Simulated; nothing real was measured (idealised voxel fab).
Title: Process Module voxel self aligned contacts
Xsec cut, 145 nm wide, square cell size 5 nm.
We lay out every cross-section as a grid of square cells and spell it out in bands from the top down, where one band means one or more rows of cells.
First you get the band's top height and its bottom height, in nm, and then the materials it's made of, left to right, with each width in nm. If you see a single material with "full width", that one covers the band edge to edge. "empty" is empty space.
We count height from 0. Below that, the starting wafer is all one material. The lowest band never ends at the bottom but goes on down; see "0 and below" for how that is written.
Quick explanation for "30 to 40": the width changes in equal steps down the rows of cells, from the first number in the band's top row to the second number in its bottom row.
The designation "no alteration", where it is given for a processing step, indicates that no cell of the cross-section was altered in the course of that step.
Empty spaces counting at least 8 cells and having no open way to the top are listed in "Fully enclosed voids". The notation width x height at distance is used for each, the distance being from the left edge and all three values in nm.
Text after the settings on a step's line: the simulator's own remark on that step.
overlay nm: how far to the right of its planned place the mask lay on this masked step (negative: to the left).

-- Intended process steps
1) RECEIVE with material Si
2) OXIDIZE with depth nm 5
3) DIRECTIONAL_DEP with material polySi, thk nm 30
4) DIRECTIONAL_DEP with material SiN, thk nm 20
5) PATTERN with tone cover, mask id GATE, material resist, width nm 30, pitch nm 75, thk nm 15, overlay nm 0
6) DIRECTIONAL_ETCH with etch materials SiN, depth nm 20
7) DIRECTIONAL_ETCH with etch materials polySi, depth nm 30
8) STRIP with etch materials resist
9) CONFORMAL_DEP with material SiN, thk nm 10
10) DIRECTIONAL_ETCH with etch materials SiN, depth nm 10
11) FILL_DEP with material SiO2, thk nm 15
12) CMP with height nm 55
13) MASKED_ETCH with tone open, mask id CONTACT, width nm 55, etch materials SiO2, depth nm 60, overlay nm 0
14) CONFORMAL_DEP with material TiN, thk nm 5
15) FILL_DEP with material Ru, thk nm 10
16) CMP with height nm 55
17) CONFORMAL_DEP with material SiN, thk nm 5

-- So, the first of our two wafers, run just as we planned it

-- Received-state cross-section, reflecting completion of step 1
    0 and below | Si full width
    Fully enclosed voids: none

-- The wafer in cross-section once step 2 is complete
    0 down to -5 | SiO2 full width
    Rest of section, below -5: as before.

-- The wafer in cross-section once step 3 is complete
    30 down to 0 | polySi full width
    Rest of section, below 0: as before.

-- The wafer in cross-section once step 4 is complete
    50 down to 30 | SiN full width
    Rest of section, below 30: as before.

-- The wafer in cross-section once step 5 is complete
    65 down to 50 | 20 nm empty  30 nm resist  45 nm empty  30 nm resist  20 nm empty
    Rest of section, below 50: as before.

-- The wafer in cross-section once step 6 is complete
    65 down to 50 | 20 nm empty  30 nm resist  45 nm empty  30 nm resist  20 nm empty
    50 down to 30 | 20 nm empty  30 nm SiN  45 nm empty  30 nm SiN  20 nm empty
    Rest of section, below 30: as before.

-- The wafer in cross-section once step 7 is complete
    65 down to 50 | 20 nm empty  30 nm resist  45 nm empty  30 nm resist  20 nm empty
    50 down to 30 | 20 nm empty  30 nm SiN  45 nm empty  30 nm SiN  20 nm empty
    30 down to 0 | 20 nm empty  30 nm polySi  45 nm empty  30 nm polySi  20 nm empty
    Rest of section, below 0: as before.

-- The wafer in cross-section once step 8 is complete
    50 down to 30 | 20 nm empty  30 nm SiN  45 nm empty  30 nm SiN  20 nm empty
    Rest of section, below 30: as before.

-- The wafer in cross-section once step 9 is complete
    60 down to 30 | 10 nm empty  50 nm SiN  25 nm empty  50 nm SiN  10 nm empty
    30 down to 10 | 10 nm empty  10 nm SiN  30 nm polySi  10 nm SiN  25 nm empty  10 nm SiN  30 nm polySi  10 nm SiN  10 nm empty
    10 down to 0 | 20 nm SiN  30 nm polySi  45 nm SiN  30 nm polySi  20 nm SiN
    Rest of section, below 0: as before.

-- The wafer in cross-section once step 10 is complete
    50 down to 30 | 10 nm empty  50 nm SiN  25 nm empty  50 nm SiN  10 nm empty
    30 down to 0 | 10 nm empty  10 nm SiN  30 nm polySi  10 nm SiN  25 nm empty  10 nm SiN  30 nm polySi  10 nm SiN  10 nm empty
    Rest of section, below 0: as before.

-- The wafer in cross-section once step 11 is complete
    65 down to 50 | SiO2 full width
    50 down to 30 | 10 nm SiO2  50 nm SiN  25 nm SiO2  50 nm SiN  10 nm SiO2
    30 down to 0 | 10 nm SiO2  10 nm SiN  30 nm polySi  10 nm SiN  25 nm SiO2  10 nm SiN  30 nm polySi  10 nm SiN  10 nm SiO2
    Rest of section, below 0: as before.

-- The wafer in cross-section once step 12 is complete
    55 down to 50 | SiO2 full width
    Rest of section, below 50: as before.

-- The wafer in cross-section once step 13 is complete
    55 down to 50 | 45 nm SiO2  55 nm empty  45 nm SiO2
    50 down to 30 | 10 nm SiO2  50 nm SiN  25 nm empty  50 nm SiN  10 nm SiO2
    30 down to 0 | 10 nm SiO2  10 nm SiN  30 nm polySi  10 nm SiN  25 nm empty  10 nm SiN  30 nm polySi  10 nm SiN  10 nm SiO2
    0 down to -5 | 60 nm SiO2  25 nm empty  60 nm SiO2
    Rest of section, below -5: as before.

-- The wafer in cross-section once step 14 is complete
    60 down to 55 | 50 nm TiN  45 nm empty  50 nm TiN
    55 down to 50 | 45 nm SiO2  20 nm TiN  15 nm empty  20 nm TiN  45 nm SiO2
    50 down to 30 | 10 nm SiO2  50 nm SiN  5 nm TiN  15 nm empty  5 nm TiN  50 nm SiN  10 nm SiO2
    30 down to 0 | 10 nm SiO2  10 nm SiN  30 nm polySi  10 nm SiN  5 nm TiN  15 nm empty  5 nm TiN  10 nm SiN  30 nm polySi  10 nm SiN  10 nm SiO2
    0 down to -5 | 60 nm SiO2  25 nm TiN  60 nm SiO2
    Rest of section, below -5: as before.

-- The wafer in cross-section once step 15 is complete
    70 down to 60 | Ru full width
    60 down to 55 | 50 nm TiN  45 nm Ru  50 nm TiN
    55 down to 50 | 45 nm SiO2  20 nm TiN  15 nm Ru  20 nm TiN  45 nm SiO2
    50 down to 30 | 10 nm SiO2  50 nm SiN  5 nm TiN  15 nm Ru  5 nm TiN  50 nm SiN  10 nm SiO2
    30 down to 0 | 10 nm SiO2  10 nm SiN  30 nm polySi  10 nm SiN  5 nm TiN  15 nm Ru  5 nm TiN  10 nm SiN  30 nm polySi  10 nm SiN  10 nm SiO2
    Rest of section, below 0: as before.

-- The wafer in cross-section once step 16 is complete
    55 down to 50 | 45 nm SiO2  20 nm TiN  15 nm Ru  20 nm TiN  45 nm SiO2
    Rest of section, below 50: as before.

-- The wafer in cross-section once step 17 is complete
    60 down to 55 | SiN full width
    Rest of section, below 55: as before.

-- It is to be noted that the second wafer proceeded from the same initial state and according to the same plan as the first, although one mistake was committed in its execution; through step 12, inclusive, the two wafers share an identical history

-- Cross-sectional representation of the second wafer at the time designated in the plan for the completion of step 13
    55 down to 50 | 35 nm SiO2  55 nm empty  55 nm SiO2
    50 down to 30 | 10 nm SiO2  50 nm SiN  25 nm empty  50 nm SiN  10 nm SiO2
    30 down to 0 | 10 nm SiO2  10 nm SiN  30 nm polySi  10 nm SiN  25 nm empty  10 nm SiN  30 nm polySi  10 nm SiN  10 nm SiO2
    0 down to -5 | 60 nm SiO2  25 nm empty  60 nm SiO2
    Rest of section, below -5: as before.

-- Cross-sectional representation of the second wafer at the time designated in the plan for the completion of step 14
    60 down to 55 | 40 nm TiN  45 nm empty  60 nm TiN
    55 down to 50 | 35 nm SiO2  30 nm TiN  15 nm empty  10 nm TiN  55 nm SiO2
    50 down to 30 | 10 nm SiO2  50 nm SiN  5 nm TiN  15 nm empty  5 nm TiN  50 nm SiN  10 nm SiO2
    30 down to 0 | 10 nm SiO2  10 nm SiN  30 nm polySi  10 nm SiN  5 nm TiN  15 nm empty  5 nm TiN  10 nm SiN  30 nm polySi  10 nm SiN  10 nm SiO2
    0 down to -5 | 60 nm SiO2  25 nm TiN  60 nm SiO2
    Rest of section, below -5: as before.

-- Cross-sectional representation of the second wafer at the time designated in the plan for the completion of step 15
    70 down to 60 | Ru full width
    60 down to 55 | 40 nm TiN  45 nm Ru  60 nm TiN
    55 down to 50 | 35 nm SiO2  30 nm TiN  15 nm Ru  10 nm TiN  55 nm SiO2
    50 down to 30 | 10 nm SiO2  50 nm SiN  5 nm TiN  15 nm Ru  5 nm TiN  50 nm SiN  10 nm SiO2
    30 down to 0 | 10 nm SiO2  10 nm SiN  30 nm polySi  10 nm SiN  5 nm TiN  15 nm Ru  5 nm TiN  10 nm SiN  30 nm polySi  10 nm SiN  10 nm SiO2
    Rest of section, below 0: as before.

-- Cross-sectional representation of the second wafer at the time designated in the plan for the completion of step 16
    55 down to 50 | 35 nm SiO2  30 nm TiN  15 nm Ru  10 nm TiN  55 nm SiO2
    Rest of section, below 50: as before.

-- Cross-sectional representation of the second wafer at the time designated in the plan for the completion of step 17
    60 down to 55 | SiN full width
    Rest of section, below 55: as before.
Diagnosis: step 13 off recipe, ran as MASKED_ETCH with tone open, mask id CONTACT, width nm 55, etch materials SiO2, depth nm 60, overlay nm -10
Heads up: at the end the two wafers have identical cell counts per material, they're just laid out differently.
